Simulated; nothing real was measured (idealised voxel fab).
process module | voxel self aligned vias
cross-section cut | 210 nm wide | cells 5 nm
A cross-section is a grid of square cells, given in bands from the top down. A band is one or more rows of cells.
Each band's line starts with the height of the band's top and of its bottom, in nm. Then come its materials from left to right, each with its width in nm. One material with "throughout" fills the band from edge to edge. "air" is empty space.
Height 0 is the level under which the wafer as received is all one material. The lowest band goes on downwards, as in "0 down".
A width such as "30 to 40" changes by the same amount from each row of cells to the next, from the band's top row to its bottom row.
"no change" after a step means that no cell of the cross-section changed.
closed voids: empty space of 8 cells or more with no open way to the top, each as width x height at its distance from the left edge, in nm
after a step's settings: what the simulator itself notes on the step
overlay nm, on a step with a mask: how far to the right of its planned place the mask lay; to the left if negative
plan
1 op RECEIVE | material Si
2 op CONFORMAL_DEP | material SiO2 | thk nm 10
3 op CONFORMAL_DEP | material SiCN | thk nm 5
4 op DIRECTIONAL_DEP | material lowk | thk nm 25
5 op MASKED_ETCH | tone open | mask id LINES | width nm 30 | pitch nm 60 | etch materials lowk | depth nm 25 | overlay nm 0
6 op CONFORMAL_DEP | material TiN | thk nm 5
7 op FILL_DEP | material W | thk nm 10
8 op CMP | height nm 40
9 op SELECTIVE_ETCH | etch materials W Ru TiN | depth nm 10
10 op FILL_DEP | material SiN | thk nm 10
11 op CMP | height nm 40
12 op DIRECTIONAL_DEP | material lowk | thk nm 20
13 op MASKED_ETCH | tone open | mask id VIAS | width nm 40 | pitch nm 60 | etch materials lowk | depth nm 20 | overlay nm 0
14 op MASKED_ETCH | tone open | mask id VIAS | width nm 40 | pitch nm 60 | etch materials SiN | depth nm 10 | overlay nm 0
15 op CONFORMAL_DEP | material TiN | thk nm 5
16 op FILL_DEP | material Ru | thk nm 5
17 op CMP | height nm 60
18 op CONFORMAL_DEP | material SiN | thk nm 5
first wafer, as planned
as received, after step 1
  0 down: Si throughout
  closed voids: none
after step 2
  10 to 0: SiO2 throughout
  below 0: unchanged
after step 3
  15 to 10: SiCN throughout
  below 10: unchanged
after step 4
  40 to 15: lowk throughout
  below 15: unchanged
after step 5
  40 to 15: lowk 30 | air 30 | lowk 30 | air 30 | lowk 30 | air 30 | lowk 30
  below 15: unchanged
after step 6
  45 to 40: TiN 35 | air 20 | TiN 40 | air 20 | TiN 40 | air 20 | TiN 35
  40 to 20: lowk 30 | TiN 5 | air 20 | TiN 5 | lowk 30 | TiN 5 | air 20 | TiN 5 | lowk 30 | TiN 5 | air 20 | TiN 5 | lowk 30
  20 to 15: lowk 30 | TiN 30 | lowk 30 | TiN 30 | lowk 30 | TiN 30 | lowk 30
  below 15: unchanged
after step 7
  55 to 45: W throughout
  45 to 40: TiN 35 | W 20 | TiN 40 | W 20 | TiN 40 | W 20 | TiN 35
  40 to 20: lowk 30 | TiN 5 | W 20 | TiN 5 | lowk 30 | TiN 5 | W 20 | TiN 5 | lowk 30 | TiN 5 | W 20 | TiN 5 | lowk 30
  below 20: unchanged
after step 8
  40 to 20: lowk 30 | TiN 5 | W 20 | TiN 5 | lowk 30 | TiN 5 | W 20 | TiN 5 | lowk 30 | TiN 5 | W 20 | TiN 5 | lowk 30
  below 20: unchanged
after step 9
  40 to 30: lowk 30 | air 30 | lowk 30 | air 30 | lowk 30 | air 30 | lowk 30
  below 30: unchanged
after step 10
  50 to 40: SiN throughout
  40 to 30: lowk 30 | SiN 30 | lowk 30 | SiN 30 | lowk 30 | SiN 30 | lowk 30
  below 30: unchanged
after step 11
  40 to 30: lowk 30 | SiN 30 | lowk 30 | SiN 30 | lowk 30 | SiN 30 | lowk 30
  below 30: unchanged
after step 12
  60 to 40: lowk throughout
  below 40: unchanged
after step 13
  60 to 40: lowk 25 | air 40 | lowk 20 | air 40 | lowk 20 | air 40 | lowk 25
  below 40: unchanged
after step 14
  60 to 40: lowk 25 | air 40 | lowk 20 | air 40 | lowk 20 | air 40 | lowk 25
  40 to 30: lowk 30 | air 30 | lowk 30 | air 30 | lowk 30 | air 30 | lowk 30
  below 30: unchanged
after step 15
  65 to 60: TiN 30 | air 30 | TiN 30 | air 30 | TiN 30 | air 30 | TiN 30
  60 to 45: lowk 25 | TiN 5 | air 30 | TiN 5 | lowk 20 | TiN 5 | air 30 | TiN 5 | lowk 20 | TiN 5 | air 30 | TiN 5 | lowk 25
  45 to 35: lowk 25 to 30 | TiN 10 to 5 | air 20 | TiN 10 to 5 | lowk 20 to 30 | TiN 10 to 5 | air 20 | TiN 10 to 5 | lowk 20 to 30 | TiN 10 to 5 | air 20 | TiN 10 to 5 | lowk 25 to 30
  35 to 30: lowk 30 | TiN 30 | lowk 30 | TiN 30 | lowk 30 | TiN 30 | lowk 30
  below 30: unchanged
after step 16
  70 to 65: Ru throughout
  65 to 60: TiN 30 | Ru 30 | TiN 30 | Ru 30 | TiN 30 | Ru 30 | TiN 30
  60 to 45: lowk 25 | TiN 5 | Ru 30 | TiN 5 | lowk 20 | TiN 5 | Ru 30 | TiN 5 | lowk 20 | TiN 5 | Ru 30 | TiN 5 | lowk 25
  45 to 35: lowk 25 to 30 | TiN 10 to 5 | Ru 20 | TiN 10 to 5 | lowk 20 to 30 | TiN 10 to 5 | Ru 20 | TiN 10 to 5 | lowk 20 to 30 | TiN 10 to 5 | Ru 20 | TiN 10 to 5 | lowk 25 to 30
  below 35: unchanged
after step 17
  60 to 45: lowk 25 | TiN 5 | Ru 30 | TiN 5 | lowk 20 | TiN 5 | Ru 30 | TiN 5 | lowk 20 | TiN 5 | Ru 30 | TiN 5 | lowk 25
  below 45: unchanged
after step 18
  65 to 60: SiN throughout
  below 60: unchanged
second wafer: like start, like plan, one mistake. Through step 12 it matches the first wafer
when step 13 should have ended
  60 to 40: lowk 35 | air 40 | lowk 20 | air 40 | lowk 20 | air 40 | lowk 15
  below 40: unchanged
when step 14 should have ended
  60 to 40: lowk 35 | air 40 | lowk 20 | air 40 | lowk 20 | air 40 | lowk 15
  40 to 30: lowk 30 | SiN 5 | air 25 | lowk 30 | SiN 5 | air 25 | lowk 30 | SiN 5 | air 25 | lowk 30
  below 30: unchanged
when step 15 should have ended
  65 to 60: TiN 40 | air 30 | TiN 30 | air 30 | TiN 30 | air 30 | TiN 20
  60 to 45: lowk 35 | TiN 5 | air 30 | TiN 5 | lowk 20 | TiN 5 | air 30 | TiN 5 | lowk 20 | TiN 5 | air 30 | TiN 5 | lowk 15
  45 to 40: lowk 35 | TiN 5 | air 15 | TiN 20 | lowk 20 | TiN 5 | air 15 | TiN 20 | lowk 20 | TiN 5 | air 15 | TiN 20 | lowk 15
  40 to 35: lowk 30 | SiN 5 | TiN 5 | air 15 | TiN 5 | lowk 30 | SiN 5 | TiN 5 | air 15 | TiN 5 | lowk 30 | SiN 5 | TiN 5 | air 15 | TiN 5 | lowk 30
  35 to 30: lowk 30 | SiN 5 | TiN 25 | lowk 30 | SiN 5 | TiN 25 | lowk 30 | SiN 5 | TiN 25 | lowk 30
  below 30: unchanged
when step 16 should have ended
  70 to 65: Ru throughout
  65 to 60: TiN 40 | Ru 30 | TiN 30 | Ru 30 | TiN 30 | Ru 30 | TiN 20
  60 to 45: lowk 35 | TiN 5 | Ru 30 | TiN 5 | lowk 20 | TiN 5 | Ru 30 | TiN 5 | lowk 20 | TiN 5 | Ru 30 | TiN 5 | lowk 15
  45 to 40: lowk 35 | TiN 5 | Ru 15 | TiN 20 | lowk 20 | TiN 5 | Ru 15 | TiN 20 | lowk 20 | TiN 5 | Ru 15 | TiN 20 | lowk 15
  40 to 35: lowk 30 | SiN 5 | TiN 5 | Ru 15 | TiN 5 | lowk 30 | SiN 5 | TiN 5 | Ru 15 | TiN 5 | lowk 30 | SiN 5 | TiN 5 | Ru 15 | TiN 5 | lowk 30
  below 35: unchanged
when step 17 should have ended
  60 to 45: lowk 35 | TiN 5 | Ru 30 | TiN 5 | lowk 20 | TiN 5 | Ru 30 | TiN 5 | lowk 20 | TiN 5 | Ru 30 | TiN 5 | lowk 15
  below 45: unchanged
when step 18 should have ended
  65 to 60: SiN throughout
  below 60: unchanged
what went wrong: step 13 ran as: op MASKED_ETCH | tone open | mask id VIAS | width nm 40 | pitch nm 60 | etch materials lowk | depth nm 20 | overlay nm 10
at the end the second wafer has, in cells: 6 fewer of Ru | 6 more of SiN
